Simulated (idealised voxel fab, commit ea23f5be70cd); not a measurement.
Title: Process Module voxel wiring stack
We display cut, a cross-section 260 nm in width whose square cells are each 5 nm.
Each cross-section below is a grid of square cells, stated as bands in top-down order, with one or more rows of cells making up each band. Basically the band line says how high the top is and how high the bottom is, in nm, and then what's in it from left to right, every material with its width in nm. Empty space shows up as "empty", and if a single material carries "throughout" it runs the full band edge to edge. For the purposes of this specification, 0 denotes the height below which the wafer in its as-received condition is composed wholly of one material, and the lowermost band, lacking a lower limit, extends downward without end, as expressed in "from 0 down". The notation "30->40" denotes a width that varies across the rows of cells in the band, beginning at the first number in the top row, finishing at the second number in the bottom row, and changing by an identical amount from each row to the next. The designation "no modifications", where it is given for a processing step, indicates that no cell of the cross-section was altered in the course of that step. "Entrapped void list" specifies each empty space that is not open to the top and that occupies no fewer than 8 cells, using the form width x height at distance, the distance measured from the left edge and all three quantities in nm. It should be noted that, on the line of a given step, the content following the step's settings is a remark produced by the simulator itself with respect to that step. A step's line can hold "overlay nm"; with a mask on that step, the setting says how far right of the planned place the mask lay, while a negative setting says it lay to the left. Each of the pairs that make up the rest of this document says: here is the cross-section before one process step, here is the cross-section after it, drawn only down to the lowest band that changed, and here, under the pair, is the step lying between them with its settings. Different pairs may come from different runs of this module on the same starting wafer, so a pair continues from the pair above it only where its entry headed "Before-step section" says so.

Before-step section
  from 120 to 115 = TiN 75; empty 5; TiN 45; empty 5; TiN 45; empty 5; TiN 80
  from 115 to 100 = SiO2 70; TiN 5; empty 5; TiN 5; SiO2 35; TiN 5; empty 5; TiN 5; SiO2 35; TiN 5; empty 5; TiN 5; SiO2 75
  from 100 to 95 = SiO2 70; TiN 15; SiO2 35; TiN 15; SiO2 35; TiN 15; SiO2 75
  from 95 to 90 = SiCN 70; TiN 5; SiCN 45; TiN 5; SiCN 45; TiN 5; SiCN 85
  from 90 to 65 = SiO2 70; TiN 5; Ru 10; TiN 5; SiO2 30; TiN 5; Ru 10; TiN 5; SiO2 30; TiN 5; Ru 10; TiN 5; SiO2 70
  from 65 to 60 = SiCN 70; TiN 20; SiCN 30; TiN 20; SiCN 30; TiN 20; SiCN 70
  from 60 to 45 = lowk 70; TiN 5; Cu 5; TiN 5; lowk 85; TiN 5; Cu 5; TiN 5; lowk 75
  from 45 to 40 = SiCN 70; TiN 15; SiCN 85; TiN 15; SiCN 75
  from 40 to 15 = lowk 65; SiN 5; W 20; SiN 5; lowk 20; SiN 5; W 20; SiN 5; lowk 20; SiN 5; W 20; SiN 5; lowk 65
  from 15 to 10 = SiN 70; TiN 20; SiN 30; TiN 20; SiN 30; TiN 20; SiN 70
  from 10 to 0 = SiO2 throughout
  from 0 down = Si throughout
  Entrapped void list: none

Post-Step Geometry
  from 125 to 120 = W throughout
  from 120 to 115 = TiN 75; W 5; TiN 45; W 5; TiN 45; W 5; TiN 80
  from 115 to 100 = SiO2 70; TiN 5; W 5; TiN 5; SiO2 35; TiN 5; W 5; TiN 5; SiO2 35; TiN 5; W 5; TiN 5; SiO2 75
  All layers under 100 are left as they were.
  Entrapped void list: none
Can you name the step between the two cross-sections above? It is FILL_DEP with material W, thk nm 5

Before-step section: The structure entering this step is exactly what the pair just above shows after its step.

Post-Step Geometry
  from 115 to 100 = SiO2 70; TiN 5; W 5; TiN 5; SiO2 35; TiN 5; W 5; TiN 5; SiO2 35; TiN 5; W 5; TiN 5; SiO2 75
  All layers under 100 are left as they were.
  Entrapped void list: none
Can you name the step between the two cross-sections above? It is CMP with height nm 115

Before-step section: The structure entering this step is exactly what the pair just above shows after its step.

Post-Step Geometry
  from 120 to 115 = SiCN throughout
  All layers under 115 are left as they were.
  Entrapped void list: none
Can you name the step between the two cross-sections above? It is CONFORMAL_DEP with material SiCN, thk nm 5

Before-step section: The structure entering this step is exactly what the pair just above shows after its step.

Post-Step Geometry
  from 140 to 120 = SiO2 throughout
  All layers under 120 are left as they were.
  Entrapped void list: none
Can you name the step between the two cross-sections above? It is DIRECTIONAL_DEP with material SiO2, thk nm 20

Before-step section: The structure entering this step is exactly what the pair just above shows after its step.

Post-Step Geometry
  from 155 to 140 = resist 70; empty 20; resist 30; empty 20; resist 30; empty 20; resist 70
  All layers under 140 are left as they were.
  Entrapped void list: none
Can you name the step between the two cross-sections above? It is PATTERN with tone open, mask id METAL_3, material resist, width nm 20, pitch nm 50, thk nm 15, overlay nm 0

Before-step section: The structure entering this step is exactly what the pair just above shows after its step.

Post-Step Geometry
  from 155 to 140 = resist 70; empty 20; resist 30; empty 20; resist 30; empty 20; resist 70
  from 140 to 120 = SiO2 70; empty 20; SiO2 30; empty 20; SiO2 30; empty 20; SiO2 70
  All layers under 120 are left as they were.
  Entrapped void list: none
Can you name the step between the two cross-sections above? It is DIRECTIONAL_ETCH with etch materials SiO2, depth nm 20

Before-step section: The structure entering this step is exactly what the pair just above shows after its step.

Post-Step Geometry
  from 155 to 140 = resist 70; empty 20; resist 30; empty 20; resist 30; empty 20; resist 70
  from 140 to 120 = SiO2 70; empty 20; SiO2 30; empty 20; SiO2 30; empty 20; SiO2 70
  from 120 to 115 = SiCN 70; empty 20; SiCN 30; empty 20; SiCN 30; empty 20; SiCN 70
  All layers under 115 are left as they were.
  Entrapped void list: none
Can you name the step between the two cross-sections above? It is DIRECTIONAL_ETCH with etch materials SiCN, depth nm 5

Before-step section: The structure entering this step is exactly what the pair just above shows after its step.

Post-Step Geometry
  from 140 to 120 = SiO2 70; empty 20; SiO2 30; empty 20; SiO2 30; empty 20; SiO2 70
  All layers under 120 are left as they were.
  Entrapped void list: none
Can you name the step between the two cross-sections above? It is STRIP with etch materials resist

Before-step section: The structure entering this step is exactly what the pair just above shows after its step.

Post-Step Geometry
  from 145 to 140 = TiN 75; empty 10; TiN 40; empty 10; TiN 40; empty 10; TiN 75
  from 140 to 120 = SiO2 70; TiN 5; empty 10; TiN 5; SiO2 30; TiN 5; empty 10; TiN 5; SiO2 30; TiN 5; empty 10; TiN 5; SiO2 70
  from 120 to 115 = SiCN 70; TiN 20; SiCN 30; TiN 20; SiCN 30; TiN 20; SiCN 70
  All layers under 115 are left as they were.
  Entrapped void list: none
Can you name the step between the two cross-sections above? It is CONFORMAL_DEP with material TiN, thk nm 5

Before-step section: The structure entering this step is exactly what the pair just above shows after its step.

Post-Step Geometry
  from 150 to 145 = Ru throughout
  from 145 to 140 = TiN 75; Ru 10; TiN 40; Ru 10; TiN 40; Ru 10; TiN 75
  from 140 to 120 = SiO2 70; TiN 5; Ru 10; TiN 5; SiO2 30; TiN 5; Ru 10; TiN 5; SiO2 30; TiN 5; Ru 10; TiN 5; SiO2 70
  All layers under 120 are left as they were.
  Entrapped void list: none
Can you name the step between the two cross-sections above? It is FILL_DEP with material Ru, thk nm 5

Before-step section: The structure entering this step is exactly what the pair just above shows after its step.

Post-Step Geometry
  from 140 to 120 = SiO2 70; TiN 5; Ru 10; TiN 5; SiO2 30; TiN 5; Ru 10; TiN 5; SiO2 30; TiN 5; Ru 10; TiN 5; SiO2 70
  All layers under 120 are left as they were.
  Entrapped void list: none
Can you name the step between the two cross-sections above? It is CMP with height nm 140

Before-step section: The structure entering this step is exactly what the pair just above shows after its step.

Post-Step Geometry
  from 145 to 140 = empty 65; Ru 30; empty 20; Ru 30; empty 20; Ru 30; empty 65
  All layers under 140 are left as they were.
  Entrapped void list: none
Can you name the step between the two cross-sections above? It is EPI with material Ru, thk nm 5

Before-step section: The structure entering this step is exactly what the pair just above shows after its step.

Post-Step Geometry
  from 150 to 145 = SiCN throughout
  from 145 to 140 = SiCN 65; Ru 30; SiCN 20; Ru 30; SiCN 20; Ru 30; SiCN 65
  All layers under 140 are left as they were.
  Entrapped void list: none
Can you name the step between the two cross-sections above? It is FILL_DEP with material SiCN, thk nm 5

Before-step section
  from 120 to 115 = TiN 75; empty 5; TiN 45; empty 5; TiN 45; empty 5; TiN 80
  from 115 to 95 = SiO2 70; TiN 5; empty 5; TiN 5; SiO2 35; TiN 5; empty 5; TiN 5; SiO2 35; TiN 5; empty 5; TiN 5; SiO2 75
  from 95 to 90 = SiCN 70; TiN 15; SiCN 35; TiN 15; SiCN 35; TiN 15; SiCN 75
  from 90 to 65 = SiO2 70; TiN 5; Ru 10; TiN 5; SiO2 30; TiN 5; Ru 10; TiN 5; SiO2 30; TiN 5; Ru 10; TiN 5; SiO2 70
  from 65 to 60 = SiCN 70; TiN 20; SiCN 30; TiN 20; SiCN 30; TiN 20; SiCN 70
  from 60 to 45 = lowk 70; TiN 5; Cu 5; TiN 5; lowk 85; TiN 5; Cu 5; TiN 5; lowk 75
  from 45 to 40 = SiCN 70; TiN 15; SiCN 85; TiN 15; SiCN 75
  from 40 to 15 = lowk 65; SiN 5; W 20; SiN 5; lowk 20; SiN 5; W 20; SiN 5; lowk 20; SiN 5; W 20; SiN 5; lowk 65
  from 15 to 10 = SiN 70; TiN 20; SiN 30; TiN 20; SiN 30; TiN 20; SiN 70
  from 10 to 0 = SiO2 throughout
  from 0 down = Si throughout
  Entrapped void list: none

Post-Step Geometry
  from 125 to 120 = SiCN throughout
  from 120 to 115 = TiN 75; SiCN 5; TiN 45; SiCN 5; TiN 45; SiCN 5; TiN 80
  from 115 to 95 = SiO2 70; TiN 5; SiCN 5; TiN 5; SiO2 35; TiN 5; SiCN 5; TiN 5; SiO2 35; TiN 5; SiCN 5; TiN 5; SiO2 75
  All layers under 95 are left as they were.
  Entrapped void list: none
Can you name the step between the two cross-sections above? It is FILL_DEP with material SiCN, thk nm 5

Before-step section: The structure entering this step is exactly what the pair just above shows after its step.

Post-Step Geometry
  from 115 to 95 = SiO2 70; TiN 5; SiCN 5; TiN 5; SiO2 35; TiN 5; SiCN 5; TiN 5; SiO2 35; TiN 5; SiCN 5; TiN 5; SiO2 75
  All layers under 95 are left as they were.
  Entrapped void list: none
Can you name the step between the two cross-sections above? It is CMP with height nm 115

Before-step section: The structure entering this step is exactly what the pair just above shows after its step.

Post-Step Geometry
  from 120 to 115 = SiCN throughout
  All layers under 115 are left as they were.
  Entrapped void list: none
Can you name the step between the two cross-sections above? It is CONFORMAL_DEP with material SiCN, thk nm 5

Before-step section: The structure entering this step is exactly what the pair just above shows after its step.

Post-Step Geometry
  from 140 to 120 = SiO2 throughout
  All layers under 120 are left as they were.
  Entrapped void list: none
Can you name the step between the two cross-sections above? It is DIRECTIONAL_DEP with material SiO2, thk nm 20

Before-step section: The structure entering this step is exactly what the pair just above shows after its step.

Post-Step Geometry
  from 155 to 140 = resist 70; empty 20; resist 30; empty 20; resist 30; empty 20; resist 70
  All layers under 140 are left as they were.
  Entrapped void list: none
Can you name the step between the two cross-sections above? It is PATTERN with tone open, mask id METAL_3, material resist, width nm 20, pitch nm 50, thk nm 15, overlay nm 0

Before-step section: The structure entering this step is exactly what the pair just above shows after its step.

Post-Step Geometry
  from 155 to 140 = resist 70; empty 20; resist 30; empty 20; resist 30; empty 20; resist 70
  from 140 to 120 = SiO2 70; empty 20; SiO2 30; empty 20; SiO2 30; empty 20; SiO2 70
  All layers under 120 are left as they were.
  Entrapped void list: none
Can you name the step between the two cross-sections above? It is DIRECTIONAL_ETCH with etch materials SiO2, depth nm 20

Before-step section: The structure entering this step is exactly what the pair just above shows after its step.

Post-Step Geometry
  from 155 to 140 = resist 70; empty 20; resist 30; empty 20; resist 30; empty 20; resist 70
  from 140 to 120 = SiO2 70; empty 20; SiO2 30; empty 20; SiO2 30; empty 20; SiO2 70
  from 120 to 115 = SiCN 70; empty 20; SiCN 30; empty 20; SiCN 30; empty 20; SiCN 70
  All layers under 115 are left as they were.
  Entrapped void list: none
Can you name the step between the two cross-sections above? It is DIRECTIONAL_ETCH with etch materials SiCN, depth nm 5

Before-step section: The structure entering this step is exactly what the pair just above shows after its step.

Post-Step Geometry
  from 140 to 120 = SiO2 70; empty 20; SiO2 30; empty 20; SiO2 30; empty 20; SiO2 70
  All layers under 120 are left as they were.
  Entrapped void list: none
Can you name the step between the two cross-sections above? It is STRIP with etch materials resist

Before-step section: The structure entering this step is exactly what the pair just above shows after its step.

Post-Step Geometry
  from 145 to 140 = TiN 75; empty 10; TiN 40; empty 10; TiN 40; empty 10; TiN 75
  from 140 to 120 = SiO2 70; TiN 5; empty 10; TiN 5; SiO2 30; TiN 5; empty 10; TiN 5; SiO2 30; TiN 5; empty 10; TiN 5; SiO2 70
  from 120 to 115 = SiCN 70; TiN 20; SiCN 30; TiN 20; SiCN 30; TiN 20; SiCN 70
  All layers under 115 are left as they were.
  Entrapped void list: none
Can you name the step between the two cross-sections above? It is CONFORMAL_DEP with material TiN, thk nm 5

Before-step section: The structure entering this step is exactly what the pair just above shows after its step.

Post-Step Geometry
  from 150 to 145 = Ru throughout
  from 145 to 140 = TiN 75; Ru 10; TiN 40; Ru 10; TiN 40; Ru 10; TiN 75
  from 140 to 120 = SiO2 70; TiN 5; Ru 10; TiN 5; SiO2 30; TiN 5; Ru 10; TiN 5; SiO2 30; TiN 5; Ru 10; TiN 5; SiO2 70
  All layers under 120 are left as they were.
  Entrapped void list: none
Can you name the step between the two cross-sections above? It is FILL_DEP with material Ru, thk nm 5

Before-step section: The structure entering this step is exactly what the pair just above shows after its step.

Post-Step Geometry
  from 140 to 120 = SiO2 70; TiN 5; Ru 10; TiN 5; SiO2 30; TiN 5; Ru 10; TiN 5; SiO2 30; TiN 5; Ru 10; TiN 5; SiO2 70
  All layers under 120 are left as they were.
  Entrapped void list: none
Can you name the step between the two cross-sections above? It is CMP with height nm 140

Before-step section: The structure entering this step is exactly what the pair just above shows after its step.

Post-Step Geometry
  from 145 to 140 = empty 65; Ru 30; empty 20; Ru 30; empty 20; Ru 30; empty 65
  All layers under 140 are left as they were.
  Entrapped void list: none
Can you name the step between the two cross-sections above? It is EPI with material Ru, thk nm 5

Before-step section: The structure entering this step is exactly what the pair just above shows after its step.

Post-Step Geometry
  from 150 to 145 = SiCN throughout
  from 145 to 140 = SiCN 65; Ru 30; SiCN 20; Ru 30; SiCN 20; Ru 30; SiCN 65
  All layers under 140 are left as they were.
  Entrapped void list: none
Can you name the step between the two cross-sections above? It is FILL_DEP with material SiCN, thk nm 5

Before-step section
  from 40 to 15 = W throughout
  from 15 to 10 = TiN throughout
  from 10 to 0 = SiO2 throughout
  from 0 down = Si throughout
  Entrapped void list: none

Post-Step Geometry
  from 40 to 15 = W 70; empty 20; W 30; empty 20; W 30; empty 20; W 70
  All layers under 15 are left as they were.
  Entrapped void list: none
Can you name the step between the two cross-sections above? It is MASKED_ETCH with tone open, mask id METAL_1, width nm 20, pitch nm 50, etch materials W, depth nm 25, overlay nm 0

Before-step section: The structure entering this step is exactly what the pair just above shows after its step.

Post-Step Geometry
  from 45 to 40 = SiN 75; empty 10; SiN 40; empty 10; SiN 40; empty 10; SiN 75
  from 40 to 20 = W 70; SiN 5; empty 10; SiN 5; W 30; SiN 5; empty 10; SiN 5; W 30; SiN 5; empty 10; SiN 5; W 70
  from 20 to 15 = W 70; SiN 20; W 30; SiN 20; W 30; SiN 20; W 70
  All layers under 15 are left as they were.
  Entrapped void list: none
Can you name the step between the two cross-sections above? It is CONFORMAL_DEP with material SiN, thk nm 5

Before-step section: The structure entering this step is exactly what the pair just above shows after its step.

Post-Step Geometry
  from 55 to 45 = lowk throughout
  from 45 to 40 = SiN 75; lowk 10; SiN 40; lowk 10; SiN 40; lowk 10; SiN 75
  from 40 to 20 = W 70; SiN 5; lowk 10; SiN 5; W 30; SiN 5; lowk 10; SiN 5; W 30; SiN 5; lowk 10; SiN 5; W 70
  All layers under 20 are left as they were.
  Entrapped void list: none
Can you name the step between the two cross-sections above? It is FILL_DEP with material lowk, thk nm 10

Before-step section: The structure entering this step is exactly what the pair just above shows after its step.

Post-Step Geometry
  from 40 to 20 = W 70; SiN 5; lowk 10; SiN 5; W 30; SiN 5; lowk 10; SiN 5; W 30; SiN 5; lowk 10; SiN 5; W 70
  All layers under 20 are left as they were.
  Entrapped void list: none
Can you name the step between the two cross-sections above? It is CMP with height nm 40

Before-step section: The structure entering this step is exactly what the pair just above shows after its step.

Post-Step Geometry
  from 45 to 40 = SiCN throughout
  All layers under 40 are left as they were.
  Entrapped void list: none
Can you name the step between the two cross-sections above? It is CONFORMAL_DEP with material SiCN, thk nm 5

Before-step section: The structure entering this step is exactly what the pair just above shows after its step.

Post-Step Geometry
  from 60 to 45 = lowk throughout
  All layers under 45 are left as they were.
  Entrapped void list: none
Can you name the step between the two cross-sections above? It is DIRECTIONAL_DEP with material lowk, thk nm 15

Before-step section: The structure entering this step is exactly what the pair just above shows after its step.

Post-Step Geometry
  from 60 to 45 = lowk 70; empty 15; lowk 85; empty 15; lowk 75
  All layers under 45 are left as they were.
  Entrapped void list: none
Can you name the step between the two cross-sections above? It is MASKED_ETCH with tone open, mask id PLUG_1, width nm 15, pitch nm 100, etch materials lowk, depth nm 15, overlay nm 0

Before-step section: The structure entering this step is exactly what the pair just above shows after its step.

Post-Step Geometry
  from 60 to 45 = lowk 70; empty 15; lowk 85; empty 15; lowk 75
  from 45 to 40 = SiCN 70; empty 15; SiCN 85; empty 15; SiCN 75
  All layers under 40 are left as they were.
  Entrapped void list: none
Can you name the step between the two cross-sections above? It is MASKED_ETCH with tone open, mask id PLUG_1, width nm 15, pitch nm 100, etch materials SiCN, depth nm 5, overlay nm 0

Before-step section: The structure entering this step is exactly what the pair just above shows after its step.

Post-Step Geometry
  from 65 to 60 = TiN 75; empty 5; TiN 95; empty 5; TiN 80
  from 60 to 45 = lowk 70; TiN 5; empty 5; TiN 5; lowk 85; TiN 5; empty 5; TiN 5; lowk 75
  from 45 to 40 = SiCN 70; TiN 15; SiCN 85; TiN 15; SiCN 75
  All layers under 40 are left as they were.
  Entrapped void list: none
Can you name the step between the two cross-sections above? It is CONFORMAL_DEP with material TiN, thk nm 5

Before-step section: The structure entering this step is exactly what the pair just above shows after its step.

Post-Step Geometry
  from 70 to 65 = Cu throughout
  from 65 to 60 = TiN 75; Cu 5; TiN 95; Cu 5; TiN 80
  from 60 to 45 = lowk 70; TiN 5; Cu 5; TiN 5; lowk 85; TiN 5; Cu 5; TiN 5; lowk 75
  All layers under 45 are left as they were.
  Entrapped void list: none
Can you name the step between the two cross-sections above? It is FILL_DEP with material Cu, thk nm 5

Before-step section: The structure entering this step is exactly what the pair just above shows after its step.

Post-Step Geometry
  from 60 to 45 = lowk 70; TiN 5; Cu 5; TiN 5; lowk 85; TiN 5; Cu 5; TiN 5; lowk 75
  All layers under 45 are left as they were.
  Entrapped void list: none
Can you name the step between the two cross-sections above? It is CMP with height nm 60

Before-step section: The structure entering this step is exactly what the pair just above shows after its step.

Post-Step Geometry
  from 65 to 60 = SiCN throughout
  All layers under 60 are left as they were.
  Entrapped void list: none
Can you name the step between the two cross-sections above? It is CONFORMAL_DEP with material SiCN, thk nm 5

Before-step section: The structure entering this step is exactly what the pair just above shows after its step.

Post-Step Geometry
  from 90 to 65 = SiO2 throughout
  All layers under 65 are left as they were.
  Entrapped void list: none
Can you name the step between the two cross-sections above? It is DIRECTIONAL_DEP with material SiO2, thk nm 25

Before-step section: The structure entering this step is exactly what the pair just above shows after its step.

Post-Step Geometry
  from 105 to 90 = aC throughout
  All layers under 90 are left as they were.
  Entrapped void list: none
Can you name the step between the two cross-sections above? It is DIRECTIONAL_DEP with material aC, thk nm 15

Before-step section: The structure entering this step is exactly what the pair just above shows after its step.

Post-Step Geometry
  from 135 to 105 = resist 70; empty 20; resist 30; empty 20; resist 30; empty 20; resist 70
  All layers under 105 are left as they were.
  Entrapped void list: none
Can you name the step between the two cross-sections above? It is PATTERN with tone open, mask id METAL_2, material resist, width nm 20, pitch nm 50, thk nm 30, overlay nm 0

Before-step section: The structure entering this step is exactly what the pair just above shows after its step.

Post-Step Geometry
  from 120 to 105 = resist 70; empty 20; resist 30; empty 20; resist 30; empty 20; resist 70
  from 105 to 90 = aC 70; empty 20; aC 30; empty 20; aC 30; empty 20; aC 70
  All layers under 90 are left as they were.
  Entrapped void list: none
Can you name the step between the two cross-sections above? It is DIRECTIONAL_ETCH with etch materials aC, depth nm 15

Before-step section: The structure entering this step is exactly what the pair just above shows after its step.

Post-Step Geometry
  from 105 to 90 = aC 70; empty 20; aC 30; empty 20; aC 30; empty 20; aC 70
  All layers under 90 are left as they were.
  Entrapped void list: none
Can you name the step between the two cross-sections above? It is STRIP with etch materials resist

Before-step section: The structure entering this step is exactly what the pair just above shows after its step.

Post-Step Geometry
  from 105 to 90 = aC 70; empty 20; aC 30; empty 20; aC 30; empty 20; aC 70
  from 90 to 65 = SiO2 70; empty 20; SiO2 30; empty 20; SiO2 30; empty 20; SiO2 70
  All layers under 65 are left as they were.
  Entrapped void list: none
Can you name the step between the two cross-sections above? It is DIRECTIONAL_ETCH with etch materials SiO2, depth nm 25

Before-step section: The structure entering this step is exactly what the pair just above shows after its step.

Post-Step Geometry
  from 105 to 90 = aC 70; empty 20; aC 30; empty 20; aC 30; empty 20; aC 70
  from 90 to 65 = SiO2 70; empty 20; SiO2 30; empty 20; SiO2 30; empty 20; SiO2 70
  from 65 to 60 = SiCN 70; empty 20; SiCN 30; empty 20; SiCN 30; empty 20; SiCN 70
  All layers under 60 are left as they were.
  Entrapped void list: none
Can you name the step between the two cross-sections above? It is DIRECTIONAL_ETCH with etch materials SiCN, depth nm 5

Before-step section: The structure entering this step is exactly what the pair just above shows after its step.

Post-Step Geometry
  from 90 to 65 = SiO2 70; empty 20; SiO2 30; empty 20; SiO2 30; empty 20; SiO2 70
  All layers under 65 are left as they were.
  Entrapped void list: none
Can you name the step between the two cross-sections above? It is STRIP with etch materials aC

Before-step section: The structure entering this step is exactly what the pair just above shows after its step.

Post-Step Geometry
  from 95 to 90 = TiN 75; empty 10; TiN 40; empty 10; TiN 40; empty 10; TiN 75
  from 90 to 65 = SiO2 70; TiN 5; empty 10; TiN 5; SiO2 30; TiN 5; empty 10; TiN 5; SiO2 30; TiN 5; empty 10; TiN 5; SiO2 70
  from 65 to 60 = SiCN 70; TiN 20; SiCN 30; TiN 20; SiCN 30; TiN 20; SiCN 70
  All layers under 60 are left as they were.
  Entrapped void list: none
Can you name the step between the two cross-sections above? It is CONFORMAL_DEP with material TiN, thk nm 5

Before-step section: The structure entering this step is exactly what the pair just above shows after its step.

Post-Step Geometry
  from 105 to 95 = Ru throughout
  from 95 to 90 = TiN 75; Ru 10; TiN 40; Ru 10; TiN 40; Ru 10; TiN 75
  from 90 to 65 = SiO2 70; TiN 5; Ru 10; TiN 5; SiO2 30; TiN 5; Ru 10; TiN 5; SiO2 30; TiN 5; Ru 10; TiN 5; SiO2 70
  All layers under 65 are left as they were.
  Entrapped void list: none
Can you name the step between the two cross-sections above? It is FILL_DEP with material Ru, thk nm 10

Before-step section: The structure entering this step is exactly what the pair just above shows after its step.

Post-Step Geometry
  from 90 to 65 = SiO2 70; TiN 5; Ru 10; TiN 5; SiO2 30; TiN 5; Ru 10; TiN 5; SiO2 30; TiN 5; Ru 10; TiN 5; SiO2 70
  All layers under 65 are left as they were.
  Entrapped void list: none
Can you name the step between the two cross-sections above? It is CMP with height nm 90

Before-step section: The structure entering this step is exactly what the pair just above shows after its step.

Post-Step Geometry
  from 95 to 90 = SiCN throughout
  All layers under 90 are left as they were.
  Entrapped void list: none
Can you name the step between the two cross-sections above? It is CONFORMAL_DEP with material SiCN, thk nm 5

Before-step section: The structure entering this step is exactly what the pair just above shows after its step.

Post-Step Geometry
  from 115 to 95 = SiO2 throughout
  All layers under 95 are left as they were.
  Entrapped void list: none
Can you name the step between the two cross-sections above? It is DIRECTIONAL_DEP with material SiO2, thk nm 20

Before-step section: The structure entering this step is exactly what the pair just above shows after its step.

Post-Step Geometry
  from 115 to 95 = SiO2 70; empty 15; SiO2 35; empty 15; SiO2 35; empty 15; SiO2 75
  All layers under 95 are left as they were.
  Entrapped void list: none
Can you name the step between the two cross-sections above? It is MASKED_ETCH with tone open, mask id PLUG_2, width nm 15, pitch nm 50, etch materials SiO2, depth nm 20, overlay nm 0

Before-step section: The structure entering this step is exactly what the pair just above shows after its step.

Post-Step Geometry
  from 115 to 95 = SiO2 70; empty 15; SiO2 35; empty 15; SiO2 35; empty 15; SiO2 75
  from 95 to 90 = SiCN 70; empty 15; SiCN 35; empty 15; SiCN 35; empty 15; SiCN 75
  All layers under 90 are left as they were.
  Entrapped void list: none
Can you name the step between the two cross-sections above? It is MASKED_ETCH with tone open, mask id PLUG_2, width nm 15, pitch nm 50, etch materials SiCN, depth nm 5, overlay nm 0

Before-step section: The structure entering this step is exactly what the pair just above shows after its step.

Post-Step Geometry
  from 120 to 115 = TiN 75; empty 5; TiN 45; empty 5; TiN 45; empty 5; TiN 80
  from 115 to 95 = SiO2 70; TiN 5; empty 5; TiN 5; SiO2 35; TiN 5; empty 5; TiN 5; SiO2 35; TiN 5; empty 5; TiN 5; SiO2 75
  from 95 to 90 = SiCN 70; TiN 15; SiCN 35; TiN 15; SiCN 35; TiN 15; SiCN 75
  All layers under 90 are left as they were.
  Entrapped void list: none
Can you name the step between the two cross-sections above? It is CONFORMAL_DEP with material TiN, thk nm 5

Before-step section: The structure entering this step is exactly what the pair just above shows after its step.

Post-Step Geometry
  from 125 to 120 = W throughout
  from 120 to 115 = TiN 75; W 5; TiN 45; W 5; TiN 45; W 5; TiN 80
  from 115 to 95 = SiO2 70; TiN 5; W 5; TiN 5; SiO2 35; TiN 5; W 5; TiN 5; SiO2 35; TiN 5; W 5; TiN 5; SiO2 75
  All layers under 95 are left as they were.
  Entrapped void list: none
Can you name the step between the two cross-sections above? It is FILL_DEP with material W, thk nm 5

Before-step section: The structure entering this step is exactly what the pair just above shows after its step.

Post-Step Geometry
  from 115 to 95 = SiO2 70; TiN 5; W 5; TiN 5; SiO2 35; TiN 5; W 5; TiN 5; SiO2 35; TiN 5; W 5; TiN 5; SiO2 75
  All layers under 95 are left as they were.
  Entrapped void list: none
Can you name the step between the two cross-sections above? It is CMP with height nm 115

Before-step section: The structure entering this step is exactly what the pair just above shows after its step.

Post-Step Geometry
  from 120 to 115 = SiCN throughout
  All layers under 115 are left as they were.
  Entrapped void list: none
Can you name the step between the two cross-sections above? It is CONFORMAL_DEP with material SiCN, thk nm 5

Before-step section: The structure entering this step is exactly what the pair just above shows after its step.

Post-Step Geometry
  from 140 to 120 = SiO2 throughout
  All layers under 120 are left as they were.
  Entrapped void list: none
Can you name the step between the two cross-sections above? It is DIRECTIONAL_DEP with material SiO2, thk nm 20

Before-step section: The structure entering this step is exactly what the pair just above shows after its step.

Post-Step Geometry
  from 155 to 140 = resist 70; empty 20; resist 30; empty 20; resist 30; empty 20; resist 70
  All layers under 140 are left as they were.
  Entrapped void list: none
Can you name the step between the two cross-sections above? It is PATTERN with tone open, mask id METAL_3, material resist, width nm 20, pitch nm 50, thk nm 15, overlay nm 0

Before-step section: The structure entering this step is exactly what the pair just above shows after its step.

Post-Step Geometry
  from 155 to 140 = resist 70; empty 20; resist 30; empty 20; resist 30; empty 20; resist 70
  from 140 to 120 = SiO2 70; empty 20; SiO2 30; empty 20; SiO2 30; empty 20; SiO2 70
  All layers under 120 are left as they were.
  Entrapped void list: none
Can you name the step between the two cross-sections above? It is DIRECTIONAL_ETCH with etch materials SiO2, depth nm 20

Before-step section: The structure entering this step is exactly what the pair just above shows after its step.

Post-Step Geometry
  from 155 to 140 = resist 70; empty 20; resist 30; empty 20; resist 30; empty 20; resist 70
  from 140 to 120 = SiO2 70; empty 20; SiO2 30; empty 20; SiO2 30; empty 20; SiO2 70
  from 120 to 115 = SiCN 70; empty 20; SiCN 30; empty 20; SiCN 30; empty 20; SiCN 70
  All layers under 115 are left as they were.
  Entrapped void list: none
Can you name the step between the two cross-sections above? It is DIRECTIONAL_ETCH with etch materials SiCN, depth nm 5

Before-step section: The structure entering this step is exactly what the pair just above shows after its step.

Post-Step Geometry
  from 140 to 120 = SiO2 70; empty 20; SiO2 30; empty 20; SiO2 30; empty 20; SiO2 70
  All layers under 120 are left as they were.
  Entrapped void list: none
Can you name the step between the two cross-sections above? It is STRIP with etch materials resist

Before-step section: The structure entering this step is exactly what the pair just above shows after its step.

Post-Step Geometry
  from 145 to 140 = TiN 75; empty 10; TiN 40; empty 10; TiN 40; empty 10; TiN 75
  from 140 to 120 = SiO2 70; TiN 5; empty 10; TiN 5; SiO2 30; TiN 5; empty 10; TiN 5; SiO2 30; TiN 5; empty 10; TiN 5; SiO2 70
  from 120 to 115 = SiCN 70; TiN 20; SiCN 30; TiN 20; SiCN 30; TiN 20; SiCN 70
  All layers under 115 are left as they were.
  Entrapped void list: none
Can you name the step between the two cross-sections above? It is CONFORMAL_DEP with material TiN, thk nm 5

Before-step section: The structure entering this step is exactly what the pair just above shows after its step.

Post-Step Geometry
  from 150 to 145 = Ru throughout
  from 145 to 140 = TiN 75; Ru 10; TiN 40; Ru 10; TiN 40; Ru 10; TiN 75
  from 140 to 120 = SiO2 70; TiN 5; Ru 10; TiN 5; SiO2 30; TiN 5; Ru 10; TiN 5; SiO2 30; TiN 5; Ru 10; TiN 5; SiO2 70
  All layers under 120 are left as they were.
  Entrapped void list: none
Can you name the step between the two cross-sections above? It is FILL_DEP with material Ru, thk nm 5

Before-step section: The structure entering this step is exactly what the pair just above shows after its step.

Post-Step Geometry
  from 140 to 120 = SiO2 70; TiN 5; Ru 10; TiN 5; SiO2 30; TiN 5; Ru 10; TiN 5; SiO2 30; TiN 5; Ru 10; TiN 5; SiO2 70
  All layers under 120 are left as they were.
  Entrapped void list: none
Can you name the step between the two cross-sections above? It is CMP with height nm 140

Before-step section: The structure entering this step is exactly what the pair just above shows after its step.

Post-Step Geometry
  from 145 to 140 = empty 65; Ru 30; empty 20; Ru 30; empty 20; Ru 30; empty 65
  All layers under 140 are left as they were.
  Entrapped void list: none
Can you name the step between the two cross-sections above? It is EPI with material Ru, thk nm 5

Before-step section: The structure entering this step is exactly what the pair just above shows after its step.

Post-Step Geometry
  from 150 to 145 = SiCN throughout
  from 145 to 140 = SiCN 65; Ru 30; SiCN 20; Ru 30; SiCN 20; Ru 30; SiCN 65
  All layers under 140 are left as they were.
  Entrapped void list: none
Can you name the step between the two cross-sections above? It is FILL_DEP with material SiCN, thk nm 5
